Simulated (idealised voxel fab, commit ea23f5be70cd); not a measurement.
Process module heading - voxel transistor to metal
The figure presents cross-section cut, which has a width of 215 nm and is divided into square cells with an edge length of 5 nm.
A cross-section in this document is a grid of square cells, and it is written down as bands, the top band listed before the ones below it; a band is made up of one or more rows of cells.
A band entry consists of two parts. The first gives the height of the band's top and the height of its bottom, in nm. The rest lists the band's materials from left to right, each with its width in nm. A single material labelled with the word "everywhere" fills the band from edge to edge, and the word "empty" marks empty space.
Heads up on the height convention: 0 is the point under which the incoming wafer is all one material, and the lowest band has no bottom, it just keeps going down, like "top 0, no bottom".
Width "30->40": first value at the band's top row of cells, second value at its bottom row, equal change from row to row.
The cross-section has no changed cell in any step marked "stayed the same".
"Enclosed internal cavities": sealed empty spaces, 8 cells or more, no open way to top, listed width x height at distance, with distance from the left edge and width, height and distance in nm.
Heads up: the bit after the settings on a step's line is the simulator's remark on that step.
You can add "overlay nm" to a step's line. For a step with a mask, it describes how far the mask lay to the right of its planned position, and a negative number describes a lay to the left.

Planned step list for the process
1,RECEIVE,material Si
2,CONFORMAL_DEP,material SiO2,thk nm 5
3,CONFORMAL_DEP,material SiN,thk nm 10
4,MASKED_ETCH,tone cover,mask id ACTIVE,width nm 105,etch materials SiN,depth nm 10,overlay nm 0
5,MASKED_ETCH,tone cover,mask id ACTIVE,width nm 105,etch materials SiO2,depth nm 5,overlay nm 0
6,MASKED_ETCH,tone cover,mask id ACTIVE,width nm 105,etch materials Si,depth nm 20,overlay nm 0
7,FILL_DEP,material SiO2,thk nm 10
8,CMP,height nm 15
9,SELECTIVE_ETCH,etch materials SiO2,depth nm 10
10,STRIP,etch materials SiN
11,SELECTIVE_ETCH,etch materials SiO2,depth nm 5
12,OXIDIZE,depth nm 5
13,DIRECTIONAL_DEP,material polySi,thk nm 30
14,DIRECTIONAL_DEP,material SiCN,thk nm 10
15,PATTERN,tone cover,mask id GATE,material resist,width nm 25,thk nm 20,overlay nm 0
16,DIRECTIONAL_ETCH,etch materials SiCN,depth nm 20
17,DIRECTIONAL_ETCH,etch materials polySi,depth nm 40
18,STRIP,etch materials resist
19,CONFORMAL_DEP,material SiN,thk nm 5
20,DIRECTIONAL_ETCH,etch materials SiN,depth nm 5
21,DIRECTIONAL_ETCH,etch materials SiO2,depth nm 5
22,EPI,material pSi,thk nm 5
23,FILL_DEP,material SiO2,thk nm 10
24,CMP,height nm 30
25,STRIP,etch materials polySi
26,SELECTIVE_ETCH,etch materials SiO2,depth nm 5
27,CONFORMAL_DEP,material HfO2,thk nm 5
28,CONFORMAL_DEP,material TiN,thk nm 5
29,FILL_DEP,material W,thk nm 5
30,CMP,height nm 25
31,DIRECTIONAL_DEP,material SiO2,thk nm 15
32,PATTERN,tone open,mask id CONTACT,material resist,width nm 15,pitch nm 70,thk nm 15,overlay nm 0
33,DIRECTIONAL_ETCH,etch materials SiO2,depth nm 40
34,STRIP,etch materials resist
35,CONFORMAL_DEP,material TiN,thk nm 5
36,FILL_DEP,material Ru,thk nm 5
37,CMP,height nm 40
38,DIRECTIONAL_DEP,material TiN,thk nm 5
39,DIRECTIONAL_DEP,material W,thk nm 15
40,DIRECTIONAL_DEP,material aC,thk nm 15
41,PATTERN,tone cover,mask id METAL_1,material resist,width nm 15,pitch nm 70,thk nm 35,overlay nm 0
42,DIRECTIONAL_ETCH,etch materials aC,depth nm 15
43,STRIP,etch materials resist
44,DIRECTIONAL_ETCH,etch materials W,depth nm 15
45,DIRECTIONAL_ETCH,etch materials TiN,depth nm 5
46,STRIP,etch materials aC
47,CONFORMAL_DEP,material SiCN,thk nm 5
48,FILL_DEP,material lowk,thk nm 5
49,CMP,height nm 60
50,CONFORMAL_DEP,material SiN,thk nm 5

Received-state cross-section, reflecting completion of step 1
top 0, no bottom | Si everywhere
Enclosed internal cavities: none

Result of the module, cross-sectioned: start per above, plan per above, one error in how it was run
top 65, bottom 60 | SiN everywhere
top 60, bottom 45 | lowk (60), then SiCN (5), then W (15), then SiCN (5), then lowk (45), then SiCN (5), then W (15), then SiCN (5), then lowk (60)
top 45, bottom 40 | SiCN (65), then TiN (15), then SiCN (55), then TiN (15), then SiCN (65)
top 40, bottom 25 | SiO2 (65), then TiN (5), then Ru (5), then TiN (5), then SiO2 (55), then TiN (5), then Ru (5), then TiN (5), then SiO2 (65)
top 25, bottom 5 | SiO2 (65), then TiN (5), then Ru (5), then TiN (5), then SiO2 (10), then SiN (5), then TiN (5), then W (15), then TiN (5), then SiN (5), then SiO2 (10), then TiN (5), then Ru (5), then TiN (5), then SiO2 (65)
top 5, bottom 0 | SiO2 (65), then TiN (15), then SiO2 (10), then SiN (5), then TiN (5), then W (15), then TiN (5), then SiN (5), then SiO2 (10), then TiN (15), then SiO2 (65)
top 0, bottom -5 | SiO2 (50), then pSi (40), then TiN (35), then pSi (40), then SiO2 (50)
top -5, bottom -20 | SiO2 (55), then Si (105), then SiO2 (55)
top -20, no bottom | Si everywhere
Enclosed internal cavities: none
Where did the run depart from the plan? plan step 27 never ran because it was skipped
